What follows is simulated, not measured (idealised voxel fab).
process module | voxel capacitor over wiring
cross-section cut | 295 nm wide | cells 5 nm
A cross-section is a grid of square cells, given in bands from the top down. A band is one or more rows of cells.
Each band's line starts with the height of the band's top and of its bottom, in nm. Then come its materials from left to right, each with its width in nm. One material with "throughout" fills the band from edge to edge. "air" is empty space.
Height 0 is the level under which the wafer as received is all one material. The lowest band goes on downwards, as in "0 down".
A width such as "30 to 40" changes by the same amount from each row of cells to the next, from the band's top row to its bottom row.
"no change" after a step means that no cell of the cross-section changed.
closed voids: empty space of 8 cells or more with no open way to the top, each as width x height at its distance from the left edge, in nm
after a step's settings: what the simulator itself notes on the step
overlay nm, on a step with a mask: how far to the right of its planned place the mask lay; to the left if negative
plan
1 op RECEIVE | material Si
2 op CONFORMAL_DEP | material SiO2 | thk nm 10
3 op DIRECTIONAL_DEP | material TiN | thk nm 5
4 op DIRECTIONAL_DEP | material Ru | thk nm 20
5 op PATTERN | tone cover | mask id METAL_1 | material resist | width nm 20 | pitch nm 80 | thk nm 15 | overlay nm 0
6 op DIRECTIONAL_ETCH | etch materials Ru | depth nm 20
7 op DIRECTIONAL_ETCH | etch materials TiN | depth nm 5
8 op STRIP | etch materials resist
9 op CONFORMAL_DEP | material SiN | thk nm 5
10 op FILL_DEP | material SiO2 | thk nm 10
11 op CMP | height nm 35
12 op CONFORMAL_DEP | material SiCN | thk nm 5
13 op DIRECTIONAL_DEP | material SiO2 | thk nm 20
14 op MASKED_ETCH | tone open | mask id PLUG_1 | width nm 15 | etch materials SiO2 | depth nm 20 | overlay nm 0
15 op MASKED_ETCH | tone open | mask id PLUG_1 | width nm 15 | etch materials SiCN | depth nm 5 | overlay nm 0
16 op CONFORMAL_DEP | material TiN | thk nm 5
17 op FILL_DEP | material W | thk nm 10
18 op CMP | height nm 60
19 op DIRECTIONAL_DEP | material TiN | thk nm 5
20 op DIRECTIONAL_DEP | material Al2O3 | thk nm 5
21 op DIRECTIONAL_DEP | material TiN | thk nm 5
22 op MASKED_ETCH | tone cover | mask id UPPER_PLATE | width nm 65 | etch materials TiN | depth nm 5 | overlay nm 0
23 op MASKED_ETCH | tone cover | mask id UPPER_PLATE | width nm 65 | etch materials Al2O3 | depth nm 5 | overlay nm 0
24 op PATTERN | tone cover | mask id LOWER_PLATE | material resist | width nm 75 | thk nm 20 | overlay nm 0
25 op DIRECTIONAL_ETCH | etch materials TiN | depth nm 5
26 op STRIP | etch materials resist
27 op FILL_DEP | material SiO2 | thk nm 20
28 op CMP | height nm 90
29 op PATTERN | tone open | mask id PLUG_2 | material resist | width nm 15 | thk nm 20 | overlay nm 0
30 op DIRECTIONAL_ETCH | etch materials SiO2 | depth nm 15
31 op STRIP | etch materials resist
32 op CONFORMAL_DEP | material TiN | thk nm 5
33 op FILL_DEP | material Ru | thk nm 10
34 op CMP | height nm 90
35 op CONFORMAL_DEP | material SiCN | thk nm 5
as received, after step 1
  0 down: Si throughout
  closed voids: none
a wafer at the end: this start, this plan, one mistake
  95 to 90: SiCN throughout
  90 to 80: SiO2 110 | TiN 5 | Ru 5 | TiN 5 | SiO2 170
  80 to 75: SiO2 110 | TiN 15 | SiO2 170
  75 to 70: SiO2 100 | Al2O3 65 | SiO2 130
  70 to 65: SiO2 95 | TiN 75 | SiO2 125
  65 to 60: TiN throughout
  60 to 40: SiO2 100 | TiN 5 | W 5 | TiN 5 | SiO2 180
  40 to 35: SiCN 100 | TiN 15 | SiCN 180
  35 to 15: SiO2 90 | SiN 5 | Ru 20 | SiN 5 | SiO2 50 | SiN 5 | Ru 20 | SiN 5 | SiO2 95
  15 to 10: SiN 95 | TiN 20 | SiN 60 | TiN 20 | SiN 100
  10 to 0: SiO2 throughout
  0 down: Si throughout
  closed voids: none
what went wrong: steps 20 and 21 were swapped
